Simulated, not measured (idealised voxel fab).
process module | voxel air gaps
cross-section cut | 300 nm wide | cells 5 nm
A cross-section is a grid of square cells, given in bands from the top down. A band is one or more rows of cells.
Each band's line starts with the height of the band's top and of its bottom, in nm. Then come its materials from left to right, each with its width in nm. One material with "throughout" fills the band from edge to edge. "air" is empty space.
Height 0 is the level under which the wafer as received is all one material. The lowest band goes on downwards, as in "0 down".
A width such as "30 to 40" changes by the same amount from each row of cells to the next, from the band's top row to its bottom row.
"no change" after a step means that no cell of the cross-section changed.
closed voids: empty space of 8 cells or more with no open way to the top, each as width x height at its distance from the left edge, in nm
after a step's settings: what the simulator itself notes on the step
overlay nm, on a step with a mask: how far to the right of its planned place the mask lay; to the left if negative
plan
1 op RECEIVE | material Si
2 op CONFORMAL_DEP | material SiO2 | thk nm 15
3 op CONFORMAL_DEP | material SiCN | thk nm 5
4 op DIRECTIONAL_DEP | material lowk | thk nm 30
5 op PATTERN | tone open | mask id LINES | material resist | width nm 25 | pitch nm 55 | thk nm 20 | overlay nm 0
6 op DIRECTIONAL_ETCH | etch materials lowk | depth nm 30
7 op STRIP | etch materials resist
8 op CONFORMAL_DEP | material TiN | thk nm 5
9 op FILL_DEP | material W | thk nm 5
10 op CMP | height nm 50
11 op EPI | material Ru | thk nm 10
12 op SELECTIVE_ETCH | etch materials lowk | depth nm 40
13 op CONFORMAL_DEP | material SiCN | thk nm 5
first wafer, as planned
as received, after step 1
  0 down: Si throughout
  closed voids: none
after step 2
  15 to 0: SiO2 throughout
  below 0: unchanged
after step 3
  20 to 15: SiCN throughout
  below 15: unchanged
after step 4
  50 to 20: lowk throughout
  below 20: unchanged
after step 5
  70 to 50: resist 55 | air 25 | resist 30 | air 25 | resist 30 | air 25 | resist 30 | air 25 | resist 55
  below 50: unchanged
after step 6
  70 to 50: resist 55 | air 25 | resist 30 | air 25 | resist 30 | air 25 | resist 30 | air 25 | resist 55
  50 to 20: lowk 55 | air 25 | lowk 30 | air 25 | lowk 30 | air 25 | lowk 30 | air 25 | lowk 55
  below 20: unchanged
after step 7
  50 to 20: lowk 55 | air 25 | lowk 30 | air 25 | lowk 30 | air 25 | lowk 30 | air 25 | lowk 55
  below 20: unchanged
after step 8
  55 to 50: TiN 60 | air 15 | TiN 40 | air 15 | TiN 40 | air 15 | TiN 40 | air 15 | TiN 60
  50 to 25: lowk 55 | TiN 5 | air 15 | TiN 5 | lowk 30 | TiN 5 | air 15 | TiN 5 | lowk 30 | TiN 5 | air 15 | TiN 5 | lowk 30 | TiN 5 | air 15 | TiN 5 | lowk 55
  25 to 20: lowk 55 | TiN 25 | lowk 30 | TiN 25 | lowk 30 | TiN 25 | lowk 30 | TiN 25 | lowk 55
  below 20: unchanged
after step 9
  60 to 55: W throughout
  55 to 50: TiN 60 | W 15 | TiN 40 | W 15 | TiN 40 | W 15 | TiN 40 | W 15 | TiN 60
  50 to 25: lowk 55 | TiN 5 | W 15 | TiN 5 | lowk 30 | TiN 5 | W 15 | TiN 5 | lowk 30 | TiN 5 | W 15 | TiN 5 | lowk 30 | TiN 5 | W 15 | TiN 5 | lowk 55
  below 25: unchanged
after step 10
  50 to 25: lowk 55 | TiN 5 | W 15 | TiN 5 | lowk 30 | TiN 5 | W 15 | TiN 5 | lowk 30 | TiN 5 | W 15 | TiN 5 | lowk 30 | TiN 5 | W 15 | TiN 5 | lowk 55
  below 25: unchanged
after step 11
  60 to 50: air 45 | Ru 45 | air 10 | Ru 45 | air 10 | Ru 45 | air 10 | Ru 45 | air 45
  below 50: unchanged
after step 12
  60 to 50: air 45 | Ru 45 | air 10 | Ru 45 | air 10 | Ru 45 | air 10 | Ru 45 | air 45
  50 to 25: air 55 | TiN 5 | W 15 | TiN 5 | air 30 | TiN 5 | W 15 | TiN 5 | air 30 | TiN 5 | W 15 | TiN 5 | air 30 | TiN 5 | W 15 | TiN 5 | air 55
  25 to 20: air 55 | TiN 25 | air 30 | TiN 25 | air 30 | TiN 25 | air 30 | TiN 25 | air 55
  below 20: unchanged
after step 13
  65 to 60: air 40 | SiCN 220 | air 40
  60 to 50: air 40 | SiCN 5 | Ru 45 | SiCN 10 | Ru 45 | SiCN 10 | Ru 45 | SiCN 10 | Ru 45 | SiCN 5 | air 40
  50 to 45: air 40 | SiCN 15 | TiN 5 | W 15 | TiN 5 | SiCN 30 | TiN 5 | W 15 | TiN 5 | SiCN 30 | TiN 5 | W 15 | TiN 5 | SiCN 30 | TiN 5 | W 15 | TiN 5 | SiCN 15 | air 40
  45 to 25: air 50 | SiCN 5 | TiN 5 | W 15 | TiN 5 | SiCN 5 | air 20 | SiCN 5 | TiN 5 | W 15 | TiN 5 | SiCN 5 | air 20 | SiCN 5 | TiN 5 | W 15 | TiN 5 | SiCN 5 | air 20 | SiCN 5 | TiN 5 | W 15 | TiN 5 | SiCN 5 | air 50
  25 to 20: SiCN 55 | TiN 25 | SiCN 30 | TiN 25 | SiCN 30 | TiN 25 | SiCN 30 | TiN 25 | SiCN 55
  below 20: unchanged
  closed voids: 20 x 20 at 85; 20 x 20 at 140; 20 x 20 at 195
second wafer: like start, like plan, one mistake. Through step 1 it matches the first wafer
when step 2 should have ended
  30 to 0: SiO2 throughout
  below 0: unchanged
when step 3 should have ended
  35 to 30: SiCN throughout
  below 30: unchanged
when step 4 should have ended
  65 to 35: lowk throughout
  below 35: unchanged
when step 5 should have ended
  85 to 65: resist 55 | air 25 | resist 30 | air 25 | resist 30 | air 25 | resist 30 | air 25 | resist 55
  below 65: unchanged
when step 6 should have ended
  85 to 65: resist 55 | air 25 | resist 30 | air 25 | resist 30 | air 25 | resist 30 | air 25 | resist 55
  65 to 35: lowk 55 | air 25 | lowk 30 | air 25 | lowk 30 | air 25 | lowk 30 | air 25 | lowk 55
  below 35: unchanged
when step 7 should have ended
  65 to 35: lowk 55 | air 25 | lowk 30 | air 25 | lowk 30 | air 25 | lowk 30 | air 25 | lowk 55
  below 35: unchanged
when step 8 should have ended
  70 to 65: TiN 60 | air 15 | TiN 40 | air 15 | TiN 40 | air 15 | TiN 40 | air 15 | TiN 60
  65 to 40: lowk 55 | TiN 5 | air 15 | TiN 5 | lowk 30 | TiN 5 | air 15 | TiN 5 | lowk 30 | TiN 5 | air 15 | TiN 5 | lowk 30 | TiN 5 | air 15 | TiN 5 | lowk 55
  40 to 35: lowk 55 | TiN 25 | lowk 30 | TiN 25 | lowk 30 | TiN 25 | lowk 30 | TiN 25 | lowk 55
  below 35: unchanged
when step 9 should have ended
  75 to 70: W throughout
  70 to 65: TiN 60 | W 15 | TiN 40 | W 15 | TiN 40 | W 15 | TiN 40 | W 15 | TiN 60
  65 to 40: lowk 55 | TiN 5 | W 15 | TiN 5 | lowk 30 | TiN 5 | W 15 | TiN 5 | lowk 30 | TiN 5 | W 15 | TiN 5 | lowk 30 | TiN 5 | W 15 | TiN 5 | lowk 55
  below 40: unchanged
when step 10 should have ended
  50 to 40: lowk 55 | TiN 5 | W 15 | TiN 5 | lowk 30 | TiN 5 | W 15 | TiN 5 | lowk 30 | TiN 5 | W 15 | TiN 5 | lowk 30 | TiN 5 | W 15 | TiN 5 | lowk 55
  below 40: unchanged
when step 11 should have ended
  60 to 50: air 45 | Ru 45 | air 10 | Ru 45 | air 10 | Ru 45 | air 10 | Ru 45 | air 45
  below 50: unchanged
when step 12 should have ended
  60 to 50: air 45 | Ru 45 | air 10 | Ru 45 | air 10 | Ru 45 | air 10 | Ru 45 | air 45
  50 to 40: air 55 | TiN 5 | W 15 | TiN 5 | air 30 | TiN 5 | W 15 | TiN 5 | air 30 | TiN 5 | W 15 | TiN 5 | air 30 | TiN 5 | W 15 | TiN 5 | air 55
  40 to 35: air 55 | TiN 25 | air 30 | TiN 25 | air 30 | TiN 25 | air 30 | TiN 25 | air 55
  below 35: unchanged
when step 13 should have ended
  65 to 60: air 40 | SiCN 220 | air 40
  60 to 50: air 40 | SiCN 5 | Ru 45 | SiCN 10 | Ru 45 | SiCN 10 | Ru 45 | SiCN 10 | Ru 45 | SiCN 5 | air 40
  50 to 45: air 40 | SiCN 15 | TiN 5 | W 15 | TiN 5 | SiCN 30 | TiN 5 | W 15 | TiN 5 | SiCN 30 | TiN 5 | W 15 | TiN 5 | SiCN 30 | TiN 5 | W 15 | TiN 5 | SiCN 15 | air 40
  45 to 40: air 50 | SiCN 5 | TiN 5 | W 15 | TiN 5 | SiCN 5 | air 20 | SiCN 5 | TiN 5 | W 15 | TiN 5 | SiCN 5 | air 20 | SiCN 5 | TiN 5 | W 15 | TiN 5 | SiCN 5 | air 20 | SiCN 5 | TiN 5 | W 15 | TiN 5 | SiCN 5 | air 50
  40 to 35: SiCN 55 | TiN 25 | SiCN 30 | TiN 25 | SiCN 30 | TiN 25 | SiCN 30 | TiN 25 | SiCN 55
  below 35: unchanged
what went wrong: step 2 was run twice
at the end the second wafer has, in cells: 24 fewer of SiCN | 180 more of SiO2 | 24 fewer of TiN | 36 fewer of W
closed voids at the end (first wafer, second wafer): 3, 0
